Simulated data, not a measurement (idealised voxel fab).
The following is a process module called voxel self aligned contacts.
Cross-section cut: width 265 nm, square cells of 5 nm.
Format of a cross-section: grid, square cells. Given as bands. Order: top down. Band: one or more rows of cells. What a band's entry tells you: where the top is and where the bottom is, as heights in nm, and after that what lies inside, material by material from left to right, each with its width in nm. Empty space is written as the word "empty", and a single material marked with the word "everywhere" occupies the band from edge to edge. Basically, 0 is our baseline, since under it the wafer straight out of the box is all one material. The bottom band has no lower end and keeps on going down, so it looks like "0 nm and below". Width: "30..40" (first number = top row, second number = bottom row, same change from row to row of cells). The cross-section has no changed cell in any step marked "nothing altered". What "Sealed cavities" gives you is every empty space of 8 cells or more that is cut off from the top. Each appears as width x height at distance, with the distance taken from the left edge and width, height and distance all in nm. after a step's settings: what the simulator itself notes on the step. overlay nm, on a step with a mask: how far to the right of its planned place the mask lay; to the left if negative.
### Listed below are the process steps as planned
1. RECEIVE, material Si
2. OXIDIZE, depth nm 5
3. DIRECTIONAL_DEP, material polySi, thk nm 20
4. DIRECTIONAL_DEP, material SiN, thk nm 15
5. PATTERN, tone cover, mask id GATE, material resist, width nm 25, pitch nm 70, thk nm 20, overlay nm 0
6. DIRECTIONAL_ETCH, etch materials SiN, depth nm 15
7. DIRECTIONAL_ETCH, etch materials polySi, depth nm 20
8. STRIP, etch materials resist
9. CONFORMAL_DEP, material SiN, thk nm 5
10. DIRECTIONAL_ETCH, etch materials SiN, depth nm 5
11. FILL_DEP, material SiO2, thk nm 15
12. CMP, height nm 40
13. PATTERN, tone open, mask id CONTACT, material resist, width nm 45, thk nm 15, overlay nm 0
14. DIRECTIONAL_ETCH, etch materials SiO2, depth nm 45
15. STRIP, etch materials resist
16. CONFORMAL_DEP, material TiN, thk nm 5
17. FILL_DEP, material Ru, thk nm 5
18. CMP, height nm 40
19. CONFORMAL_DEP, material SiN, thk nm 5
It is noted that the wafers described herein are identical at the outset and are distinguished by the width nm of step 5; the value stated in the plan corresponds to the first wafer.
### The first of several wafers as received, shown in cross-section; this is its state after step 1
- 0 nm and below: Si everywhere
- Sealed cavities: none
### Tabulated below, wafer by wafer, are the end-of-module results: for each material, the number of cells gained (+) or lost (-) relative to the as-received state, followed by the closed voids
width nm 25 | +40 Ru | -53 Si | +111 SiN | +314 SiO2 | +25 TiN | +40 polySi | Sealed cavities: none
width nm 30 | +32 Ru | -53 Si | +117 SiN | +308 SiO2 | +25 TiN | +48 polySi | Sealed cavities: none
width nm 35 | +24 Ru | -53 Si | +123 SiN | +302 SiO2 | +25 TiN | +56 polySi | Sealed cavities: none
width nm 40 | +16 Ru | -53 Si | +129 SiN | +296 SiO2 | +25 TiN | +64 polySi | Sealed cavities: none
width nm 45 | +8 Ru | -53 Si | +135 SiN | +290 SiO2 | +25 TiN | +72 polySi | Sealed cavities: none
width nm 50 | -53 Si | +141 SiN | +284 SiO2 | +25 TiN | +80 polySi | Sealed cavities: none
